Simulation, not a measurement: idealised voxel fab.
Process module in this document: voxel gate over fins
245 nm wide, 5 nm square cells: that's cross-section cut.
When this document writes out a cross-section, it uses a grid of square cells and lists it as bands, beginning at the top and moving down, with a band standing for one or more rows of cells.
Read a band's entry like this: the first values are the height of its top and the height of its bottom in nm, and what follows is the sequence of materials from left to right, each with its width in nm. Note that "blank" is empty space, and that a single material marked "throughout" reaches across the band from edge to edge.
Heights are expressed relative to 0, this being the level below which the as-received wafer comprises one material exclusively. The lowest band is unbounded in the downward direction and is denoted as in "0 and below".
Graded width ("30->40"): value in top row of band = first number; value in bottom row = second number; row-to-row change constant.
"left unchanged" means the step left every cell of the cross-section as it was.
"Closed void table": empty spaces of 8 cells or more with no open way to the top, each given as width x height at distance, distance from the left edge, all in nm.
Heads up: the bit after the settings on a step's line is the simulator's remark on that step.
Regarding "overlay nm": on a step with a mask, it is the distance the mask lay to the right of its planned place; a negative value places it to the left.
These are the steps we planned for the process
| 1 | RECEIVE with material Si |
| 2 | CONFORMAL_DEP with material SiN, thk nm 5 |
| 3 | PATTERN with tone cover, mask id FINS, material resist, width nm 15, pitch nm 35, thk nm 15, overlay nm -15 |
| 4 | DIRECTIONAL_ETCH with etch materials SiN, depth nm 5 |
| 5 | DIRECTIONAL_ETCH with etch materials Si, depth nm 40 |
| 6 | STRIP with etch materials resist |
| 7 | FILL_DEP with material SiO2, thk nm 10 |
| 8 | CMP with height nm 5 |
| 9 | SELECTIVE_ETCH with etch materials SiO2, depth nm 15 |
| 10 | STRIP with etch materials SiN |
| 11 | CONFORMAL_DEP with material HfO2, thk nm 5 |
| 12 | CONFORMAL_DEP with material TiN, thk nm 5 |
| 13 | FILL_DEP with material W, thk nm 15 |
| 14 | CMP with height nm 20 |
| 15 | CONFORMAL_DEP with material SiCN, thk nm 5 |
Same starting wafers, different overlay nm at step 3. Plan value belongs to the first wafer.
First of several wafers (as received, post step 1), cross-sectional view
> 0 and below | Si throughout
> Closed void table: none
The figure below presents a cross-section of the first of several wafers at the conclusion of the module, following its last step, step 15
> 25 down to 20 | SiCN throughout
> 20 down to 10 | W throughout
> 10 down to 5 | W 35 nm; TiN 140 nm; W 70 nm
> 5 down to 0 | W 35 nm; TiN 5 nm; HfO2 25 nm; TiN 10 nm; HfO2 25 nm; TiN 10 nm; HfO2 25 nm; TiN 10 nm; HfO2 25 nm; TiN 5 nm; W 70 nm
> 0 down to -5 | TiN 40 nm; HfO2 5 nm; Si 15 nm; HfO2 5 nm; TiN 10 nm; HfO2 5 nm; Si 15 nm; HfO2 5 nm; TiN 10 nm; HfO2 5 nm; Si 15 nm; HfO2 5 nm; TiN 10 nm; HfO2 5 nm; Si 15 nm; HfO2 5 nm; TiN 75 nm
> -5 down to -10 | HfO2 45 nm; Si 15 nm; HfO2 20 nm; Si 15 nm; HfO2 20 nm; Si 15 nm; HfO2 20 nm; Si 15 nm; HfO2 80 nm
> -10 down to -40 | SiO2 45 nm; Si 15 nm; SiO2 20 nm; Si 15 nm; SiO2 20 nm; Si 15 nm; SiO2 20 nm; Si 15 nm; SiO2 80 nm
> -40 and below | Si throughout
> Closed void table: none
At the end of the module, the last of several wafers in cross-section
> 25 down to 20 | SiCN throughout
> 20 down to 10 | W throughout
> 10 down to 5 | W 65 nm; TiN 140 nm; W 40 nm
> 5 down to 0 | W 65 nm; TiN 5 nm; HfO2 25 nm; TiN 10 nm; HfO2 25 nm; TiN 10 nm; HfO2 25 nm; TiN 10 nm; HfO2 25 nm; TiN 5 nm; W 40 nm
> 0 down to -5 | TiN 70 nm; HfO2 5 nm; Si 15 nm; HfO2 5 nm; TiN 10 nm; HfO2 5 nm; Si 15 nm; HfO2 5 nm; TiN 10 nm; HfO2 5 nm; Si 15 nm; HfO2 5 nm; TiN 10 nm; HfO2 5 nm; Si 15 nm; HfO2 5 nm; TiN 45 nm
> -5 down to -10 | HfO2 75 nm; Si 15 nm; HfO2 20 nm; Si 15 nm; HfO2 20 nm; Si 15 nm; HfO2 20 nm; Si 15 nm; HfO2 50 nm
> -10 down to -40 | SiO2 75 nm; Si 15 nm; SiO2 20 nm; Si 15 nm; SiO2 20 nm; Si 15 nm; SiO2 20 nm; Si 15 nm; SiO2 50 nm
> -40 and below | Si throughout
> Closed void table: none
Row per wafer, end-of-module: cell gain (+)/loss (-) by material since the wafer came in, then closed voids
overlay nm -15, +65 HfO2, -296 Si, +49 SiCN, +222 SiO2, +65 TiN, +140 W, Closed void table: none
overlay nm -10, +65 HfO2, -296 Si, +49 SiCN, +222 SiO2, +65 TiN, +140 W, Closed void table: none
overlay nm -5, +65 HfO2, -296 Si, +49 SiCN, +222 SiO2, +65 TiN, +140 W, Closed void table: none
overlay nm 0, +65 HfO2, -296 Si, +49 SiCN, +222 SiO2, +65 TiN, +140 W, Closed void table: none
overlay nm 5, +65 HfO2, -296 Si, +49 SiCN, +222 SiO2, +65 TiN, +140 W, Closed void table: none
overlay nm 10, +65 HfO2, -296 Si, +49 SiCN, +222 SiO2, +65 TiN, +140 W, Closed void table: none
overlay nm 15, +65 HfO2, -296 Si, +49 SiCN, +222 SiO2, +65 TiN, +140 W, Closed void table: none
